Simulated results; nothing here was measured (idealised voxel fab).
Proc. module: voxel gate over fins
Displayed cross-section: cut, width of 205 nm, square cells sized 5 nm.
When this document writes out a cross-section, it uses a grid of square cells and lists it as bands, beginning at the top and moving down, with a band standing for one or more rows of cells. Read a band's entry like this: the first values are the height of its top and the height of its bottom in nm, and what follows is the sequence of materials from left to right, each with its width in nm. Note that "air" is empty space, and that a single material marked "all across" reaches across the band from edge to edge. A quick word on heights: they are counted from 0, and under that level the wafer as it came to us is one material throughout. The lowest band is different from the rest in having no bottom; it simply continues downward, written as in "z 0 and below". A width such as "30 to 40" changes by the same amount from each row of cells to the next, from the band's top row to its bottom row. Take "nothing altered" at face value: in the step it is given for, the cross-section changed in none of its cells. "Entrapped voids" means: voids of 8 cells or more that are shut off from the top with no open way through. Written width x height at distance, distance from the left edge, in nm. Past the settings on a step's line: simulator remark, on that step. overlay nm: how far to the right of its planned place the mask lay on this masked step (negative: to the left).

# The planned process steps are enumerated hereunder
- 1: RECEIVE, material Si
- 2: CONFORMAL_DEP, material SiN, thk nm 10
- 3: MASKED_ETCH, tone cover, mask id FINS, width nm 15, pitch nm 40, etch materials SiN, depth nm 10, overlay nm 0
- 4: MASKED_ETCH, tone cover, mask id FINS, width nm 15, pitch nm 40, etch materials Si, depth nm 40, overlay nm 0
- 5: FILL_DEP, material SiO2, thk nm 5
- 6: CMP, height nm 10
- 7: SELECTIVE_ETCH, etch materials SiO2, depth nm 20
- 8: STRIP, etch materials SiN
- 9: CONFORMAL_DEP, material HfO2, thk nm 5
- 10: CONFORMAL_DEP, material TiN, thk nm 5
- 11: CONFORMAL_DEP, material TiAl, thk nm 5
- 12: CONFORMAL_DEP, material TiN, thk nm 5
- 13: FILL_DEP, material W, thk nm 15
- 14: CMP, height nm 30
- 15: CONFORMAL_DEP, material SiN, thk nm 10

# Cross-sectional view of the wafer in its as-received condition, corresponding to the state after step 1
z 0 and below | Si all across
Entrapped voids: none

# Same starting wafer, same plan as above, one mistake in the execution; this is the cross-section at the end of the module
z 40 to 30 | SiN all across
z 30 to 20 | W all across
z 20 to 15 | 55 of W / 95 of TiN / 55 of W
z 15 to 10 | 55 of W / 5 of TiN / 85 of TiAl / 5 of TiN / 55 of W
z 10 to 5 | 60 of TiN / 5 of TiAl / 35 of HfO2 / 5 of TiAl / 35 of HfO2 / 5 of TiAl / 60 of TiN
z 5 to 0 | 65 of TiAl / 5 of HfO2 / 25 of TiN / 5 of HfO2 / 5 of TiAl / 5 of HfO2 / 25 of TiN / 5 of HfO2 / 65 of TiAl
z 0 to -5 | 70 of HfO2 / 5 of TiN / 15 of Si / 5 of TiN / 15 of HfO2 / 5 of TiN / 15 of Si / 5 of TiN / 70 of HfO2
z -5 to -10 | 75 of TiN / 15 of Si / 25 of TiN / 15 of Si / 75 of TiN
z -10 to -40 | 75 of SiO2 / 15 of Si / 25 of SiO2 / 15 of Si / 75 of SiO2
z -40 and below | Si all across
Entrapped voids: none
What was the processing mistake? order of steps 9 and 10 inverted relative to the plan
